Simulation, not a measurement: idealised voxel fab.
Process module in this document: voxel spacer lines
The width of the displayed cross-section, cut, is 150 nm; its cells are square, with a size of 5 nm.
When this document writes out a cross-section, it uses a grid of square cells and lists it as bands, beginning at the top and moving down, with a band standing for one or more rows of cells. First you get the band's top height and its bottom height, in nm, and then the materials it's made of, left to right, with each width in nm. If you see a single material with "edge to edge", that one covers the band edge to edge. "empty" is empty space. The reference from which all heights are counted is 0, the level beneath which the as-received wafer is entirely one material; the lowest band, having no lower bound, proceeds downward and is written after the example "z 0 and below". It should be noted that a width expressed as "30 to 40" varies in equal increments from row to row of cells within the band, taking the value of the first number at the top row and that of the second number at the bottom row. What does "remained unchanged" mean for a step? It means no cell of the cross-section changed in that step. Entry "Fully sealed voids". Content: empty spaces with no open connection to the top, size 8 cells or greater. Each: width x height at distance. Distance: from left edge. Unit: nm. Post-settings text on a step line: simulator's own remark regarding the step. When a step includes a mask, the "overlay nm" setting on its line states how far to the right of its planned place that mask lay, and negative values state how far to the left.
Process steps foreseen in the plan:
1: RECEIVE | material Si
2: CONFORMAL_DEP | material Al2O3 | thk nm 5
3: DIRECTIONAL_DEP | material W | thk nm 10
4: DIRECTIONAL_DEP | material polySi | thk nm 20
5: PATTERN | tone cover | mask id MANDREL | material resist | width nm 15 | pitch nm 50 | thk nm 25 | overlay nm 0
6: DIRECTIONAL_ETCH | etch materials polySi | depth nm 20
7: STRIP | etch materials resist
8: CONFORMAL_DEP | material SiN | thk nm 10
9: DIRECTIONAL_ETCH | etch materials SiN | depth nm 10
10: STRIP | etch materials polySi
11: DIRECTIONAL_ETCH | etch materials W | depth nm 10
12: STRIP | etch materials SiN
13: FILL_DEP | material SiO2 | thk nm 5
14: CMP | height nm 15
The following pertains to the first of two wafers, which was processed as planned:
Received-state cross-section, reflecting completion of step 1:
  z 0 and below = Si edge to edge
  Fully sealed voids: none
After step 2, in cross-section:
  z 5 to 0 = Al2O3 edge to edge
  Under 0: no change, same as before.
After step 3, in cross-section:
  z 15 to 5 = W edge to edge
  Under 5: no change, same as before.
After step 4, in cross-section:
  z 35 to 15 = polySi edge to edge
  Under 15: no change, same as before.
After step 5, in cross-section:
  z 60 to 35 = empty 40 nm | resist 15 nm | empty 35 nm | resist 15 nm | empty 45 nm
  Under 35: no change, same as before.
After step 6, in cross-section:
  z 60 to 35 = empty 40 nm | resist 15 nm | empty 35 nm | resist 15 nm | empty 45 nm
  z 35 to 15 = empty 40 nm | polySi 15 nm | empty 35 nm | polySi 15 nm | empty 45 nm
  Under 15: no change, same as before.
After step 7, in cross-section:
  z 35 to 15 = empty 40 nm | polySi 15 nm | empty 35 nm | polySi 15 nm | empty 45 nm
  Under 15: no change, same as before.
After step 8, in cross-section:
  z 45 to 35 = empty 30 nm | SiN 35 nm | empty 15 nm | SiN 35 nm | empty 35 nm
  z 35 to 25 = empty 30 nm | SiN 10 nm | polySi 15 nm | SiN 10 nm | empty 15 nm | SiN 10 nm | polySi 15 nm | SiN 10 nm | empty 35 nm
  z 25 to 15 = SiN 40 nm | polySi 15 nm | SiN 35 nm | polySi 15 nm | SiN 45 nm
  Under 15: no change, same as before.
After step 9, in cross-section:
  z 35 to 15 = empty 30 nm | SiN 10 nm | polySi 15 nm | SiN 10 nm | empty 15 nm | SiN 10 nm | polySi 15 nm | SiN 10 nm | empty 35 nm
  Under 15: no change, same as before.
After step 10, in cross-section:
  z 35 to 15 = empty 30 nm | SiN 10 nm | empty 15 nm | SiN 10 nm | empty 15 nm | SiN 10 nm | empty 15 nm | SiN 10 nm | empty 35 nm
  Under 15: no change, same as before.
After step 11, in cross-section:
  z 35 to 15 = empty 30 nm | SiN 10 nm | empty 15 nm | SiN 10 nm | empty 15 nm | SiN 10 nm | empty 15 nm | SiN 10 nm | empty 35 nm
  z 15 to 5 = empty 30 nm | W 10 nm | empty 15 nm | W 10 nm | empty 15 nm | W 10 nm | empty 15 nm | W 10 nm | empty 35 nm
  Under 5: no change, same as before.
After step 12, in cross-section:
  z 15 to 5 = empty 30 nm | W 10 nm | empty 15 nm | W 10 nm | empty 15 nm | W 10 nm | empty 15 nm | W 10 nm | empty 35 nm
  Under 5: no change, same as before.
After step 13, in cross-section:
  z 20 to 15 = SiO2 edge to edge
  z 15 to 5 = SiO2 30 nm | W 10 nm | SiO2 15 nm | W 10 nm | SiO2 15 nm | W 10 nm | SiO2 15 nm | W 10 nm | SiO2 35 nm
  Under 5: no change, same as before.
After step 14, in cross-section:
  z 15 to 5 = SiO2 30 nm | W 10 nm | SiO2 15 nm | W 10 nm | SiO2 15 nm | W 10 nm | SiO2 15 nm | W 10 nm | SiO2 35 nm
  Under 5: no change, same as before.
The second wafer was prepared from the same starting point and under the same plan as the first; its processing contained one mistake, and it remains indistinguishable from the first wafer up to and including step 1:
Second wafer, sectioned view, at step 2's planned end time:
  z 10 to 0 = W edge to edge
  Under 0: no change, same as before.
Second wafer, sectioned view, at step 3's planned end time:
  z 15 to 10 = Al2O3 edge to edge
  Under 10: no change, same as before.
Second wafer, sectioned view, at step 4's planned end time:
  z 35 to 15 = polySi edge to edge
  Under 15: no change, same as before.
Second wafer, sectioned view, at step 5's planned end time:
  z 60 to 35 = empty 40 nm | resist 15 nm | empty 35 nm | resist 15 nm | empty 45 nm
  Under 35: no change, same as before.
Second wafer, sectioned view, at step 6's planned end time:
  z 60 to 35 = empty 40 nm | resist 15 nm | empty 35 nm | resist 15 nm | empty 45 nm
  z 35 to 15 = empty 40 nm | polySi 15 nm | empty 35 nm | polySi 15 nm | empty 45 nm
  Under 15: no change, same as before.
Second wafer, sectioned view, at step 7's planned end time:
  z 35 to 15 = empty 40 nm | polySi 15 nm | empty 35 nm | polySi 15 nm | empty 45 nm
  Under 15: no change, same as before.
Second wafer, sectioned view, at step 8's planned end time:
  z 45 to 35 = empty 30 nm | SiN 35 nm | empty 15 nm | SiN 35 nm | empty 35 nm
  z 35 to 25 = empty 30 nm | SiN 10 nm | polySi 15 nm | SiN 10 nm | empty 15 nm | SiN 10 nm | polySi 15 nm | SiN 10 nm | empty 35 nm
  z 25 to 15 = SiN 40 nm | polySi 15 nm | SiN 35 nm | polySi 15 nm | SiN 45 nm
  Under 15: no change, same as before.
Second wafer, sectioned view, at step 9's planned end time:
  z 35 to 15 = empty 30 nm | SiN 10 nm | polySi 15 nm | SiN 10 nm | empty 15 nm | SiN 10 nm | polySi 15 nm | SiN 10 nm | empty 35 nm
  Under 15: no change, same as before.
Second wafer, sectioned view, at step 10's planned end time:
  z 35 to 15 = empty 30 nm | SiN 10 nm | empty 15 nm | SiN 10 nm | empty 15 nm | SiN 10 nm | empty 15 nm | SiN 10 nm | empty 35 nm
  Under 15: no change, same as before.
Second wafer, sectioned view, at step 11's planned end time: remained unchanged
Second wafer, sectioned view, at step 12's planned end time:
  z 15 to 10 = Al2O3 edge to edge
  Under 10: no change, same as before.
Second wafer, sectioned view, at step 13's planned end time:
  z 20 to 15 = SiO2 edge to edge
  Under 15: no change, same as before.
Second wafer, sectioned view, at step 14's planned end time:
  z 15 to 10 = Al2O3 edge to edge
  Under 10: no change, same as before.
Processing error: steps 2 and 3 were swapped
Upon completion, the second wafer contains, in terms of cells, a greater or smaller amount of certain materials than the first wafer: SiO2: 44 fewer, W: 44 more
